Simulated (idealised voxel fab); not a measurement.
The following process module bears the name voxel transistor to metal.
Cross-section cut: width 145 nm, square cells of 5 nm.
Cross-section layout: square cells on a grid; listed as bands, top to bottom; a band spans one or more cell rows.
Within each band entry, the heights of the top and of the bottom of the band appear first, in that order and in nm; the materials of the band then follow from left to right, each with its corresponding width in nm. The designation "full width" on a single material indicates that it fills the band from edge to edge; the designation "empty" indicates empty space.
Height datum 0, below which the as-received substrate wafer is one material. Lowest band open at the bottom, running downward: "0 nm and below".
A width given as "30 to 40" starts at the first number in the band's top row and ends at the second number in its bottom row, shifting by an equal amount at every step from row to row.
Where the words "identical to before" appear for a step, the cross-section shows no cell changed by that step; every cell remained as before.
Empty spaces without an open route to the top, at least 8 cells in extent, make up the entry "Closed cavities"; each is given as width x height at distance, where the distance is measured from the left edge, and all are in nm.
What comes after the settings on a step's line is commentary from the simulator itself on that step.
On any step carrying a mask, the "overlay nm" setting, if present on the step's line, tells how far right of its planned place the mask lay; negative values point to the left.

Plan:
1) RECEIVE: material Si
2) OXIDIZE: depth nm 5
3) CONFORMAL_DEP: material SiN, thk nm 15
4) DIRECTIONAL_DEP: material aC, thk nm 10
5) PATTERN: tone cover, mask id ACTIVE, material resist, width nm 100, thk nm 30, overlay nm 0
6) DIRECTIONAL_ETCH: etch materials aC, depth nm 10
7) STRIP: etch materials resist
8) DIRECTIONAL_ETCH: etch materials SiN, depth nm 15
9) DIRECTIONAL_ETCH: etch materials SiO2, depth nm 5
10) DIRECTIONAL_ETCH: etch materials Si, depth nm 25
11) STRIP: etch materials aC
12) FILL_DEP: material SiO2, thk nm 15
13) CMP: height nm 15
14) SELECTIVE_ETCH: etch materials SiO2, depth nm 10
15) STRIP: etch materials SiN
16) SELECTIVE_ETCH: etch materials SiO2, depth nm 5
17) OXIDIZE: depth nm 5
18) DIRECTIONAL_DEP: material polySi, thk nm 20
19) DIRECTIONAL_DEP: material SiCN, thk nm 15
20) PATTERN: tone cover, mask id GATE, material resist, width nm 20, thk nm 15, overlay nm 0
21) DIRECTIONAL_ETCH: etch materials SiCN, depth nm 25
22) DIRECTIONAL_ETCH: etch materials polySi, depth nm 30
23) STRIP: etch materials resist
24) CONFORMAL_DEP: material SiO2, thk nm 5
25) DIRECTIONAL_ETCH: etch materials SiO2, depth nm 5
26) CONFORMAL_DEP: material SiN, thk nm 5
27) DIRECTIONAL_ETCH: etch materials SiN, depth nm 5
28) DIRECTIONAL_ETCH: etch materials SiO2, depth nm 5
29) DIRECTIONAL_ETCH: etch materials Si, depth nm 10
30) EPI: material nSi, thk nm 10
31) FILL_DEP: material SiO2, thk nm 5
32) CMP: height nm 30
33) DIRECTIONAL_DEP: material SiO2, thk nm 10
34) PATTERN: tone open, mask id CONTACT, material resist, width nm 30, pitch nm 60, thk nm 20, overlay nm 0
35) DIRECTIONAL_ETCH: etch materials SiO2, depth nm 50
36) STRIP: etch materials resist
37) CONFORMAL_DEP: material TiN, thk nm 5
38) FILL_DEP: material W, thk nm 10
39) CMP: height nm 40
40) CONFORMAL_DEP: material SiCN, thk nm 5
41) DIRECTIONAL_DEP: material lowk, thk nm 15
42) PATTERN: tone open, mask id METAL_1, material resist, width nm 20, pitch nm 70, thk nm 15, overlay nm 0
43) DIRECTIONAL_ETCH: etch materials lowk, depth nm 15
44) DIRECTIONAL_ETCH: etch materials SiCN, depth nm 5
45) STRIP: etch materials resist
46) CONFORMAL_DEP: material TiN, thk nm 5
47) FILL_DEP: material Cu, thk nm 10
48) CMP: height nm 60
49) CONFORMAL_DEP: material SiCN, thk nm 5
50) DIRECTIONAL_DEP: material SiO2, thk nm 35
51) DIRECTIONAL_DEP: material aC, thk nm 10
52) PATTERN: tone open, mask id METAL_2_HOLES, material resist, width nm 15, pitch nm 70, thk nm 25, overlay nm 0
53) DIRECTIONAL_ETCH: etch materials aC, depth nm 10
54) STRIP: etch materials resist
55) DIRECTIONAL_ETCH: etch materials SiO2, depth nm 35
56) STRIP: etch materials aC
57) PATTERN: tone open, mask id METAL_2, material resist, width nm 20, pitch nm 70, thk nm 15, overlay nm 0
58) DIRECTIONAL_ETCH: etch materials SiO2, depth nm 20
59) DIRECTIONAL_ETCH: etch materials SiCN, depth nm 5
60) STRIP: etch materials resist
61) CONFORMAL_DEP: material TiN, thk nm 5
62) FILL_DEP: material Cu, thk nm 10
63) CMP: height nm 100
64) CONFORMAL_DEP: material SiN, thk nm 5

Cross-section: wafer on arrival = after step 1:
> 0 nm and below | Si full width
> Closed cavities: none

End-of-module cross-section. Starting structure and process plan as above; one mistake made in running it:
> 105 nm to 100 nm | SiN full width
> 100 nm to 85 nm | 25 SiO2, 5 TiN, 10 Cu, 5 TiN, 50 SiO2, 5 TiN, 10 Cu, 5 TiN, 30 SiO2
> 85 nm to 80 nm | 25 SiO2, 5 TiN, 5 Cu, 10 TiN, 50 SiO2, 5 TiN, 5 Cu, 10 TiN, 30 SiO2
> 80 nm to 65 nm | 25 SiO2, 5 TiN, 5 Cu, 5 TiN, 55 SiO2, 5 TiN, 5 Cu, 5 TiN, 35 SiO2
> 65 nm to 60 nm | 25 SiCN, 15 TiN, 55 SiCN, 15 TiN, 35 SiCN
> 60 nm to 50 nm | 25 lowk, 5 TiN, 10 Cu, 5 TiN, 50 lowk, 5 TiN, 10 Cu, 5 TiN, 30 lowk
> 50 nm to 45 nm | 25 SiCN, 20 TiN, 50 SiCN, 20 TiN, 30 SiCN
> 45 nm to 40 nm | 30 TiN, 20 W, 40 TiN, 20 W, 35 TiN
> 40 nm to 30 nm | 25 SiO2, 5 TiN, 20 to 15 W, 5 to 10 TiN, 30 SiO2, 5 to 10 TiN, 20 to 15 W, 5 TiN, 30 SiO2
> 30 nm to 15 nm | 25 SiO2, 5 TiN, 15 W, 5 TiN, 5 SiN, 5 SiO2, 20 SiCN, 5 SiO2, 5 SiN, 5 TiN, 15 W, 5 TiN, 30 SiO2
> 15 nm to 5 nm | 25 SiO2, 5 TiN, 15 W, 5 TiN, 5 SiN, 5 SiO2, 20 polySi, 5 SiO2, 5 SiN, 5 TiN, 15 W, 5 TiN, 30 SiO2
> 5 nm to 0 nm | 25 SiO2, 25 TiN, 5 SiN, 5 SiO2, 20 polySi, 5 SiO2, 5 SiN, 25 TiN, 30 SiO2
> 0 nm to -5 nm | 20 SiO2, 5 SiN, 10 nSi, 5 TiN, 10 nSi, 5 SiN, 5 SiO2, 20 polySi, 5 SiO2, 5 SiN, 10 nSi, 5 TiN, 10 nSi, 5 SiN, 25 SiO2
> -5 nm to -10 nm | 25 SiO2, 10 nSi, 5 TiN, 10 nSi, 40 SiO2, 10 nSi, 5 TiN, 10 nSi, 30 SiO2
> -10 nm to -20 nm | 20 SiO2, 5 Si, 25 nSi, 40 Si, 25 nSi, 5 Si, 25 SiO2
> -20 nm to -30 nm | 20 SiO2, 100 Si, 25 SiO2
> -30 nm and below | Si full width
> Closed cavities: none
Want to know what went wrong? the process deviated at step 39: the operation and settings actually run there were CMP: height nm 45
